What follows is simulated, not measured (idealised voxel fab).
process module | voxel capacitor over wiring
Cross-sectional view cut (width: 230 nm; square cell size: 5 nm).
Notation: cross-section as square-cell grid; stated in bands, top first, going down; one or more cell rows per band.
Band entry format. Leading values: height of top, height of bottom, nm. Remainder: materials in left-to-right order, each with its width in nm. Special words: "everywhere" on a single material, which then fills the band edge to edge; "air", empty space.
A quick word on heights: they are counted from 0, and under that level the wafer as it came to us is one material throughout. The lowest band is different from the rest in having no bottom; it simply continues downward, written as in "0 down".
A two-number width, for instance "30 to 40", indicates that the width is equal to the first number in the top row of the band and to the second number in the bottom row, and that it changes by a constant amount per row of cells.
Step note "no alteration" = no cross-section cell changed.
The label "Enclosed void list" introduces a list of the empty spaces, 8 cells or larger, that have no open way up to the top; each entry in it reads width x height at distance, where the distance is taken from the left edge and all three are stated in nm.
Text after the settings on a step's line: the simulator's own remark on that step.
"overlay nm" answers the question of how far to the right of plan the mask lay on a step that has a mask, and when it is negative the answer is to the left.
### The steps planned for the process are as follows
1: RECEIVE [material Si]
2: CONFORMAL_DEP [material SiO2] [thk nm 10]
3: DIRECTIONAL_DEP [material TiN] [thk nm 5]
4: DIRECTIONAL_DEP [material Ru] [thk nm 25]
5: DIRECTIONAL_DEP [material aC] [thk nm 15]
6: PATTERN [tone cover] [mask id METAL_1] [material resist] [width nm 25] [pitch nm 90] [thk nm 30] [overlay nm 0]
7: DIRECTIONAL_ETCH [etch materials aC] [depth nm 15]
8: STRIP [etch materials resist]
9: DIRECTIONAL_ETCH [etch materials Ru] [depth nm 25]
10: DIRECTIONAL_ETCH [etch materials TiN] [depth nm 5]
11: STRIP [etch materials aC]
12: CONFORMAL_DEP [material SiCN] [thk nm 5]
13: FILL_DEP [material SiO2] [thk nm 10]
14: CMP [height nm 40]
15: CONFORMAL_DEP [material SiCN] [thk nm 5]
16: DIRECTIONAL_DEP [material SiO2] [thk nm 20]
17: PATTERN [tone open] [mask id PLUG_1] [material resist] [width nm 15] [thk nm 15] [overlay nm 0]
18: DIRECTIONAL_ETCH [etch materials SiO2] [depth nm 20]
19: DIRECTIONAL_ETCH [etch materials SiCN] [depth nm 5]
20: STRIP [etch materials resist]
21: CONFORMAL_DEP [material TiN] [thk nm 5]
22: FILL_DEP [material Ru] [thk nm 5]
23: CMP [height nm 65]
24: DIRECTIONAL_DEP [material TiN] [thk nm 5]
25: DIRECTIONAL_DEP [material HfO2] [thk nm 5]
26: DIRECTIONAL_DEP [material TiN] [thk nm 5]
27: DIRECTIONAL_DEP [material aC] [thk nm 10]
28: PATTERN [tone cover] [mask id UPPER_PLATE] [material resist] [width nm 70] [thk nm 25] [overlay nm 0]
29: DIRECTIONAL_ETCH [etch materials aC] [depth nm 10]
30: STRIP [etch materials resist]
31: DIRECTIONAL_ETCH [etch materials TiN] [depth nm 5]
32: DIRECTIONAL_ETCH [etch materials HfO2] [depth nm 5]
33: STRIP [etch materials aC]
34: DIRECTIONAL_DEP [material aC] [thk nm 10]
35: PATTERN [tone cover] [mask id LOWER_PLATE] [material resist] [width nm 80] [thk nm 30] [overlay nm 0]
36: DIRECTIONAL_ETCH [etch materials aC] [depth nm 10]
37: STRIP [etch materials resist]
38: DIRECTIONAL_ETCH [etch materials TiN] [depth nm 5]
39: STRIP [etch materials aC]
40: FILL_DEP [material SiO2] [thk nm 15]
41: CMP [height nm 90]
42: PATTERN [tone open] [mask id PLUG_2] [material resist] [width nm 15] [thk nm 20] [overlay nm 0]
43: DIRECTIONAL_ETCH [etch materials SiO2] [depth nm 10]
44: STRIP [etch materials resist]
45: CONFORMAL_DEP [material TiN] [thk nm 5]
46: FILL_DEP [material W] [thk nm 10]
47: CMP [height nm 90]
48: CONFORMAL_DEP [material SiN] [thk nm 5]
### Wafer, first of two, run as planned
### As-received wafer cross-section (after step 1)
* 0 down | Si everywhere
* Enclosed void list: none
### After step 2, in cross-section
* 10 to 0 | SiO2 everywhere
* Below 0, no change.
### After step 3, in cross-section
* 15 to 10 | TiN everywhere
* Below 10, no change.
### After step 4, in cross-section
* 40 to 15 | Ru everywhere
* Below 15, no change.
### After step 5, in cross-section
* 55 to 40 | aC everywhere
* Below 40, no change.
### After step 6, in cross-section
* 85 to 55 | air: 55, resist: 25, air: 65, resist: 25, air: 60
* Below 55, no change.
### After step 7, in cross-section
* 70 to 55 | air: 55, resist: 25, air: 65, resist: 25, air: 60
* 55 to 40 | air: 55, aC: 25, air: 65, aC: 25, air: 60
* Below 40, no change.
### After step 8, in cross-section
* 55 to 40 | air: 55, aC: 25, air: 65, aC: 25, air: 60
* Below 40, no change.
### After step 9, in cross-section
* 55 to 40 | air: 55, aC: 25, air: 65, aC: 25, air: 60
* 40 to 15 | air: 55, Ru: 25, air: 65, Ru: 25, air: 60
* Below 15, no change.
### After step 10, in cross-section
* 55 to 40 | air: 55, aC: 25, air: 65, aC: 25, air: 60
* 40 to 15 | air: 55, Ru: 25, air: 65, Ru: 25, air: 60
* 15 to 10 | air: 55, TiN: 25, air: 65, TiN: 25, air: 60
* Below 10, no change.
### After step 11, in cross-section
* 40 to 15 | air: 55, Ru: 25, air: 65, Ru: 25, air: 60
* Below 15, no change.
### After step 12, in cross-section
* 45 to 40 | air: 50, SiCN: 35, air: 55, SiCN: 35, air: 55
* 40 to 15 | air: 50, SiCN: 5, Ru: 25, SiCN: 5, air: 55, SiCN: 5, Ru: 25, SiCN: 5, air: 55
* 15 to 10 | SiCN: 55, TiN: 25, SiCN: 65, TiN: 25, SiCN: 60
* Below 10, no change.
### After step 13, in cross-section
* 55 to 45 | SiO2 everywhere
* 45 to 40 | SiO2: 50, SiCN: 35, SiO2: 55, SiCN: 35, SiO2: 55
* 40 to 15 | SiO2: 50, SiCN: 5, Ru: 25, SiCN: 5, SiO2: 55, SiCN: 5, Ru: 25, SiCN: 5, SiO2: 55
* Below 15, no change.
### After step 14, in cross-section
* 40 to 15 | SiO2: 50, SiCN: 5, Ru: 25, SiCN: 5, SiO2: 55, SiCN: 5, Ru: 25, SiCN: 5, SiO2: 55
* Below 15, no change.
### After step 15, in cross-section
* 45 to 40 | SiCN everywhere
* Below 40, no change.
### After step 16, in cross-section
* 65 to 45 | SiO2 everywhere
* Below 45, no change.
### After step 17, in cross-section
* 80 to 65 | resist: 65, air: 15, resist: 150
* Below 65, no change.
### After step 18, in cross-section
* 80 to 65 | resist: 65, air: 15, resist: 150
* 65 to 45 | SiO2: 65, air: 15, SiO2: 150
* Below 45, no change.
### After step 19, in cross-section
* 80 to 65 | resist: 65, air: 15, resist: 150
* 65 to 45 | SiO2: 65, air: 15, SiO2: 150
* 45 to 40 | SiCN: 65, air: 15, SiCN: 150
* Below 40, no change.
### After step 20, in cross-section
* 65 to 45 | SiO2: 65, air: 15, SiO2: 150
* Below 45, no change.
### After step 21, in cross-section
* 70 to 65 | TiN: 70, air: 5, TiN: 155
* 65 to 45 | SiO2: 65, TiN: 5, air: 5, TiN: 5, SiO2: 150
* 45 to 40 | SiCN: 65, TiN: 15, SiCN: 150
* Below 40, no change.
### After step 22, in cross-section
* 75 to 70 | Ru everywhere
* 70 to 65 | TiN: 70, Ru: 5, TiN: 155
* 65 to 45 | SiO2: 65, TiN: 5, Ru: 5, TiN: 5, SiO2: 150
* Below 45, no change.
### After step 23, in cross-section
* 65 to 45 | SiO2: 65, TiN: 5, Ru: 5, TiN: 5, SiO2: 150
* Below 45, no change.
### After step 24, in cross-section
* 70 to 65 | TiN everywhere
* Below 65, no change.
### After step 25, in cross-section
* 75 to 70 | HfO2 everywhere
* Below 70, no change.
### After step 26, in cross-section
* 80 to 75 | TiN everywhere
* Below 75, no change.
### After step 27, in cross-section
* 90 to 80 | aC everywhere
* Below 80, no change.
### After step 28, in cross-section
* 115 to 90 | air: 65, resist: 70, air: 95
* Below 90, no change.
### After step 29, in cross-section
* 105 to 90 | air: 65, resist: 70, air: 95
* 90 to 80 | air: 65, aC: 70, air: 95
* Below 80, no change.
### After step 30, in cross-section
* 90 to 80 | air: 65, aC: 70, air: 95
* Below 80, no change.
### After step 31, in cross-section
* 90 to 80 | air: 65, aC: 70, air: 95
* 80 to 75 | air: 65, TiN: 70, air: 95
* Below 75, no change.
### After step 32, in cross-section
* 90 to 80 | air: 65, aC: 70, air: 95
* 80 to 75 | air: 65, TiN: 70, air: 95
* 75 to 70 | air: 65, HfO2: 70, air: 95
* Below 70, no change.
### After step 33, in cross-section
* 80 to 75 | air: 65, TiN: 70, air: 95
* Below 75, no change.
### After step 34, in cross-section
* 90 to 80 | air: 65, aC: 70, air: 95
* 80 to 75 | aC: 65, TiN: 70, aC: 95
* 75 to 70 | aC: 65, HfO2: 70, aC: 95
* Below 70, no change.
### After step 35, in cross-section
* 120 to 90 | air: 60, resist: 80, air: 90
* 90 to 80 | air: 60, resist: 5, aC: 70, resist: 5, air: 90
* Below 80, no change.
### After step 36, in cross-section
* 110 to 90 | air: 60, resist: 80, air: 90
* 90 to 80 | air: 60, resist: 5, aC: 70, resist: 5, air: 90
* 80 to 75 | air: 60, aC: 5, TiN: 70, aC: 5, air: 90
* 75 to 70 | air: 60, aC: 5, HfO2: 70, aC: 5, air: 90
* Below 70, no change.
### After step 37, in cross-section
* 90 to 80 | air: 65, aC: 70, air: 95
* Below 80, no change.
### After step 38, in cross-section
* 90 to 80 | air: 65, aC: 70, air: 95
* 80 to 75 | air: 60, aC: 5, TiN: 70, aC: 5, air: 90
* 75 to 70 | air: 60, aC: 5, HfO2: 70, aC: 5, air: 90
* 70 to 65 | air: 60, TiN: 80, air: 90
* Below 65, no change.
### After step 39, in cross-section
* 80 to 75 | air: 65, TiN: 70, air: 95
* 75 to 70 | air: 65, HfO2: 70, air: 95
* Below 70, no change.
### After step 40, in cross-section
* 95 to 80 | SiO2 everywhere
* 80 to 75 | SiO2: 65, TiN: 70, SiO2: 95
* 75 to 70 | SiO2: 65, HfO2: 70, SiO2: 95
* 70 to 65 | SiO2: 60, TiN: 80, SiO2: 90
* Below 65, no change.
### After step 41, in cross-section
* 90 to 80 | SiO2 everywhere
* Below 80, no change.
### After step 42, in cross-section
* 110 to 90 | resist: 75, air: 15, resist: 140
* Below 90, no change.
### After step 43, in cross-section
* 110 to 90 | resist: 75, air: 15, resist: 140
* 90 to 80 | SiO2: 75, air: 15, SiO2: 140
* Below 80, no change.
### After step 44, in cross-section
* 90 to 80 | SiO2: 75, air: 15, SiO2: 140
* Below 80, no change.
### After step 45, in cross-section
* 95 to 90 | TiN: 80, air: 5, TiN: 145
* 90 to 85 | SiO2: 75, TiN: 5, air: 5, TiN: 5, SiO2: 140
* 85 to 75 | SiO2: 75 to 65, TiN: 15 to 70, SiO2: 140 to 95
* Below 75, no change.
### After step 46, in cross-section
* 105 to 95 | W everywhere
* 95 to 90 | TiN: 80, W: 5, TiN: 145
* 90 to 85 | SiO2: 75, TiN: 5, W: 5, TiN: 5, SiO2: 140
* Below 85, no change.
### After step 47, in cross-section
* 90 to 85 | SiO2: 75, TiN: 5, W: 5, TiN: 5, SiO2: 140
* Below 85, no change.
### After step 48, in cross-section
* 95 to 90 | SiN everywhere
* Below 90, no change.
### Second wafer: same start and same plan as the first, one execution error; identical to the first through step 24
Second wafer, cross-section, planned end of step 25: no alteration
### Second wafer, cross-section, planned end of step 26
* 75 to 65 | TiN everywhere
* Below 65, no change.
### Second wafer, cross-section, planned end of step 27
* 85 to 75 | aC everywhere
* Below 75, no change.
### Second wafer, cross-section, planned end of step 28
* 110 to 85 | air: 65, resist: 70, air: 95
* Below 85, no change.
### Second wafer, cross-section, planned end of step 29
* 100 to 85 | air: 65, resist: 70, air: 95
* 85 to 75 | air: 65, aC: 70, air: 95
* Below 75, no change.
### Second wafer, cross-section, planned end of step 30
* 85 to 75 | air: 65, aC: 70, air: 95
* Below 75, no change.
### Second wafer, cross-section, planned end of step 31
* 85 to 75 | air: 65, aC: 70, air: 95
* 75 to 70 | air: 65, TiN: 70, air: 95
* Below 70, no change.
Second wafer, cross-section, planned end of step 32: no alteration
### Second wafer, cross-section, planned end of step 33
* 75 to 70 | air: 65, TiN: 70, air: 95
* Below 70, no change.
### Second wafer, cross-section, planned end of step 34
* 85 to 80 | air: 65, aC: 70, air: 95
* 80 to 75 | aC everywhere
* 75 to 70 | aC: 65, TiN: 70, aC: 95
* Below 70, no change.
### Second wafer, cross-section, planned end of step 35
* 115 to 85 | air: 60, resist: 80, air: 90
* 85 to 80 | air: 60, resist: 5, aC: 70, resist: 5, air: 90
* Below 80, no change.
### Second wafer, cross-section, planned end of step 36
* 105 to 85 | air: 60, resist: 80, air: 90
* 85 to 80 | air: 60, resist: 5, aC: 70, resist: 5, air: 90
* 80 to 75 | air: 60, aC: 80, air: 90
* 75 to 70 | air: 60, aC: 5, TiN: 70, aC: 5, air: 90
* Below 70, no change.
### Second wafer, cross-section, planned end of step 37
* 85 to 75 | air: 65 to 60, aC: 70 to 80, air: 95 to 90
* Below 75, no change.
### Second wafer, cross-section, planned end of step 38
* 85 to 75 | air: 65 to 60, aC: 70 to 80, air: 95 to 90
* 75 to 70 | air: 60, aC: 5, TiN: 70, aC: 5, air: 90
* 70 to 65 | air: 60, TiN: 80, air: 90
* Below 65, no change.
### Second wafer, cross-section, planned end of step 39
* 75 to 65 | air: 65 to 60, TiN: 70 to 80, air: 95 to 90
* Below 65, no change.
### Second wafer, cross-section, planned end of step 40
* 90 to 75 | SiO2 everywhere
* 75 to 65 | SiO2: 65 to 60, TiN: 70 to 80, SiO2: 95 to 90
* Below 65, no change.
Second wafer, cross-section, planned end of step 41: no alteration
### Second wafer, cross-section, planned end of step 42
* 110 to 90 | resist: 75, air: 15, resist: 140
* Below 90, no change.
### Second wafer, cross-section, planned end of step 43
* 110 to 90 | resist: 75, air: 15, resist: 140
* 90 to 80 | SiO2: 75, air: 15, SiO2: 140
* Below 80, no change.
### Second wafer, cross-section, planned end of step 44
* 90 to 80 | SiO2: 75, air: 15, SiO2: 140
* Below 80, no change.
### Second wafer, cross-section, planned end of step 45
* 95 to 90 | TiN: 80, air: 5, TiN: 145
* 90 to 85 | SiO2: 75, TiN: 5, air: 5, TiN: 5, SiO2: 140
* 85 to 80 | SiO2: 75, TiN: 15, SiO2: 140
* Below 80, no change.
### Second wafer, cross-section, planned end of step 46
* 105 to 95 | W everywhere
* 95 to 90 | TiN: 80, W: 5, TiN: 145
* 90 to 85 | SiO2: 75, TiN: 5, W: 5, TiN: 5, SiO2: 140
* Below 85, no change.
### Second wafer, cross-section, planned end of step 47
* 90 to 85 | SiO2: 75, TiN: 5, W: 5, TiN: 5, SiO2: 140
* Below 85, no change.
### Second wafer, cross-section, planned end of step 48
* 95 to 90 | SiN everywhere
* Below 90, no change.
Diagnosis: yeah, step 25 of the plan got skipped, never ran
The second wafer ends with more or fewer cells of some materials than the first, per final count: HfO2 -14; SiO2 +14
